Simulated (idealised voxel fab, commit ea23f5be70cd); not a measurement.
Process module, titled voxel transistor to metal
Square cell edge 5 nm, section width 160 nm, ID cut.
Throughout this document, each cross-section is represented as a grid of square cells and is presented as a sequence of bands enumerated from the top downward, where a band comprises one or more rows of cells.
What a band's entry tells you: where the top is and where the bottom is, as heights in nm, and after that what lies inside, material by material from left to right, each with its width in nm. Empty space is written as the word "empty", and a single material marked with the word "full width" occupies the band from edge to edge.
Heights are expressed relative to 0, this being the level below which the as-received wafer comprises one material exclusively. The lowest band is unbounded in the downward direction and is denoted as in "0..down".
Note: "30 to 40" means the width goes from the first number (top row of the band) to the second number (bottom row) in equal steps per row of cells.
"identical to before" means the step left every cell of the cross-section as it was.
The entry titled "Internal closed voids" provides the empty spaces that have no open way to the top, restricted to those of 8 cells or more. Each is presented as width x height at distance, the distance being measured from the left edge, with all three in nm.
after a step's settings: what the simulator itself notes on the step
A step line may carry the setting "overlay nm", which, for steps involving a mask, states the distance by which the mask lay to the right of its intended position; negative values denote displacement to the left.

-- List of planned process steps
step 1: RECEIVE (material Si)
step 2: OXIDIZE (depth nm 5)
step 3: CONFORMAL_DEP (material SiN; thk nm 10)
step 4: MASKED_ETCH (tone cover; mask id ACTIVE; width nm 90; etch materials SiN; depth nm 10; overlay nm 0)
step 5: MASKED_ETCH (tone cover; mask id ACTIVE; width nm 100; etch materials SiO2; depth nm 5; overlay nm 0)
step 6: MASKED_ETCH (tone cover; mask id ACTIVE; width nm 100; etch materials Si; depth nm 30; overlay nm 0)
step 7: FILL_DEP (material SiO2; thk nm 5)
step 8: CMP (height nm 10)
step 9: SELECTIVE_ETCH (etch materials SiO2; depth nm 5)
step 10: STRIP (etch materials SiN)
step 11: SELECTIVE_ETCH (etch materials SiO2; depth nm 5)
step 12: OXIDIZE (depth nm 5)
step 13: DIRECTIONAL_DEP (material polySi; thk nm 30)
step 14: DIRECTIONAL_DEP (material SiCN; thk nm 15)
step 15: DIRECTIONAL_DEP (material aC; thk nm 10)
step 16: PATTERN (tone cover; mask id GATE; material resist; width nm 20; thk nm 30; overlay nm 0)
step 17: DIRECTIONAL_ETCH (etch materials aC; depth nm 10)
step 18: STRIP (etch materials resist)
step 19: DIRECTIONAL_ETCH (etch materials SiCN; depth nm 25)
step 20: DIRECTIONAL_ETCH (etch materials polySi; depth nm 40)
step 21: STRIP (etch materials aC)
step 22: CONFORMAL_DEP (material SiO2; thk nm 5)
step 23: DIRECTIONAL_ETCH (etch materials SiO2; depth nm 5)
step 24: CONFORMAL_DEP (material SiN; thk nm 10)
step 25: DIRECTIONAL_ETCH (etch materials SiN; depth nm 10)
step 26: DIRECTIONAL_ETCH (etch materials SiO2; depth nm 5)
step 27: DIRECTIONAL_ETCH (etch materials Si; depth nm 15)
step 28: EPI (material SiGe; thk nm 15)
step 29: FILL_DEP (material SiO2; thk nm 5)
step 30: CMP (height nm 40)
step 31: DIRECTIONAL_DEP (material SiO2; thk nm 15)
step 32: DIRECTIONAL_DEP (material aC; thk nm 10)
step 33: PATTERN (tone open; mask id CONTACT; material resist; width nm 25; pitch nm 55; thk nm 30; overlay nm 0)
step 34: DIRECTIONAL_ETCH (etch materials aC; depth nm 10)
step 35: STRIP (etch materials resist)
step 36: DIRECTIONAL_ETCH (etch materials SiO2; depth nm 50)
step 37: STRIP (etch materials aC)
step 38: CONFORMAL_DEP (material TiN; thk nm 5)
step 39: FILL_DEP (material Ru; thk nm 5)
step 40: CMP (height nm 55)
step 41: DIRECTIONAL_DEP (material TiN; thk nm 5)
step 42: DIRECTIONAL_DEP (material W; thk nm 25)
step 43: PATTERN (tone cover; mask id METAL_1; material resist; width nm 15; pitch nm 65; thk nm 15; overlay nm 0)
step 44: DIRECTIONAL_ETCH (etch materials W; depth nm 25)
step 45: DIRECTIONAL_ETCH (etch materials TiN; depth nm 5)
step 46: STRIP (etch materials resist)
step 47: FILL_DEP (material lowk; thk nm 5)
step 48: CMP (height nm 85)
step 49: CONFORMAL_DEP (material SiCN; thk nm 5)
Be aware that, although all wafers share a common starting state, the width nm at step 4 differs among them, and the plan displays the first wafer's value.

-- Cut through the first of several wafers as received, post step 1
	0..down = Si full width
	Internal closed voids: none

-- The cross-section of the first of several wafers is given below for the end of the module, after its final step, step 49
	90..85 = SiCN full width
	85..60 = lowk 40 nm / W 15 nm / lowk 50 nm / W 15 nm / lowk 40 nm
	60..55 = lowk 40 nm / TiN 15 nm / lowk 50 nm / TiN 15 nm / lowk 40 nm
	55..45 = SiO2 40 nm / TiN 5 nm / Ru 15 nm / TiN 5 nm / SiO2 30 nm / TiN 5 nm / Ru 15 nm / TiN 5 nm / SiO2 40 nm
	45..40 = SiO2 40 nm / TiN 5 nm / Ru 5 nm / TiN 15 nm / SiO2 30 nm / TiN 15 nm / Ru 5 nm / TiN 5 nm / SiO2 40 nm
	40..25 = SiO2 40 nm / TiN 5 nm / Ru 5 nm / TiN 5 nm / SiN 10 nm / SiO2 5 nm / SiCN 20 nm / SiO2 5 nm / SiN 10 nm / TiN 5 nm / Ru 5 nm / TiN 5 nm / SiO2 40 nm
	25..10 = SiO2 40 nm / TiN 5 nm / Ru 5 nm / TiN 5 nm / SiN 10 nm / SiO2 5 nm / polySi 20 nm / SiO2 5 nm / SiN 10 nm / TiN 5 nm / Ru 5 nm / TiN 5 nm / SiO2 40 nm
	10..5 = SiO2 40 nm / TiN 15 nm / SiN 10 nm / SiO2 5 nm / polySi 20 nm / SiO2 5 nm / SiN 10 nm / TiN 15 nm / SiO2 40 nm
	5..0 = SiO2 40 nm / SiGe 15 nm / SiN 10 nm / SiO2 5 nm / polySi 20 nm / SiO2 5 nm / SiN 10 nm / SiGe 15 nm / SiO2 40 nm
	0..-5 = SiO2 35 nm / SiN 10 nm / SiGe 10 nm / SiN 10 nm / SiO2 5 nm / polySi 20 nm / SiO2 5 nm / SiN 10 nm / SiGe 10 nm / SiN 10 nm / SiO2 35 nm
	-5..-10 = SiO2 45 nm / SiGe 10 nm / SiO2 50 nm / SiGe 10 nm / SiO2 45 nm
	-10..-25 = SiO2 30 nm / Si 15 nm / SiGe 10 nm / Si 50 nm / SiGe 10 nm / Si 15 nm / SiO2 30 nm
	-25..-35 = SiO2 30 nm / Si 100 nm / SiO2 30 nm
	-35..down = Si full width
	Internal closed voids: none

-- Wafer cross-section (last wafer, module end)
	90..85 = SiCN full width
	85..60 = lowk 40 nm / W 15 nm / lowk 50 nm / W 15 nm / lowk 40 nm
	60..55 = lowk 40 nm / TiN 15 nm / lowk 50 nm / TiN 15 nm / lowk 40 nm
	55..45 = SiO2 40 nm / TiN 5 nm / Ru 15 nm / TiN 5 nm / SiO2 30 nm / TiN 5 nm / Ru 15 nm / TiN 5 nm / SiO2 40 nm
	45..40 = SiO2 40 nm / TiN 5 nm / Ru 5 nm / TiN 15 nm / SiO2 30 nm / TiN 15 nm / Ru 5 nm / TiN 5 nm / SiO2 40 nm
	40..25 = SiO2 40 nm / TiN 5 nm / Ru 5 nm / TiN 5 nm / SiN 10 nm / SiO2 5 nm / SiCN 20 nm / SiO2 5 nm / SiN 10 nm / TiN 5 nm / Ru 5 nm / TiN 5 nm / SiO2 40 nm
	25..10 = SiO2 40 nm / TiN 5 nm / Ru 5 nm / TiN 5 nm / SiN 10 nm / SiO2 5 nm / polySi 20 nm / SiO2 5 nm / SiN 10 nm / TiN 5 nm / Ru 5 nm / TiN 5 nm / SiO2 40 nm
	10..5 = SiO2 40 nm / TiN 15 nm / SiN 10 nm / SiO2 5 nm / polySi 20 nm / SiO2 5 nm / SiN 10 nm / TiN 15 nm / SiO2 40 nm
	5..0 = SiO2 30 nm / SiGe 25 nm / SiN 10 nm / SiO2 5 nm / polySi 20 nm / SiO2 5 nm / SiN 10 nm / SiGe 30 nm / SiO2 25 nm
	0..-5 = SiO2 25 nm / SiN 10 nm / SiGe 20 nm / SiN 10 nm / SiO2 5 nm / polySi 20 nm / SiO2 5 nm / SiN 10 nm / SiGe 25 nm / SiN 10 nm / SiO2 20 nm
	-5..-10 = SiO2 35 nm / SiGe 20 nm / SiO2 50 nm / SiGe 25 nm / SiO2 30 nm
	-10..-25 = SiO2 25 nm / Si 10 nm / SiGe 20 nm / Si 50 nm / SiGe 25 nm / Si 10 nm / SiO2 20 nm
	-25..-35 = SiO2 25 nm / Si 115 nm / SiO2 20 nm
	-35..down = Si full width
	Internal closed voids: none

-- Below, a row for every wafer. Read it as the end-of-module picture: for each material the wafer shows its cells gained (+) or lost (-) since it was received, and then its closed voids
width nm 90 | +26 Ru | -136 Si | +44 SiCN | +26 SiGe | +40 SiN | +314 SiO2 | +52 TiN | +30 W | +156 lowk | +24 polySi | Internal closed voids: none
width nm 95 | +26 Ru | -139 Si | +44 SiCN | +32 SiGe | +40 SiN | +311 SiO2 | +52 TiN | +30 W | +156 lowk | +24 polySi | Internal closed voids: none
width nm 100 | +26 Ru | -142 Si | +44 SiCN | +38 SiGe | +40 SiN | +308 SiO2 | +52 TiN | +30 W | +156 lowk | +24 polySi | Internal closed voids: none
width nm 105 | +26 Ru | -140 Si | +44 SiCN | +44 SiGe | +40 SiN | +300 SiO2 | +52 TiN | +30 W | +156 lowk | +24 polySi | Internal closed voids: none
width nm 110 | +26 Ru | -138 Si | +44 SiCN | +50 SiGe | +40 SiN | +292 SiO2 | +52 TiN | +30 W | +156 lowk | +24 polySi | Internal closed voids: none
width nm 115 | +26 Ru | -136 Si | +44 SiCN | +56 SiGe | +40 SiN | +284 SiO2 | +52 TiN | +30 W | +156 lowk | +24 polySi | Internal closed voids: none
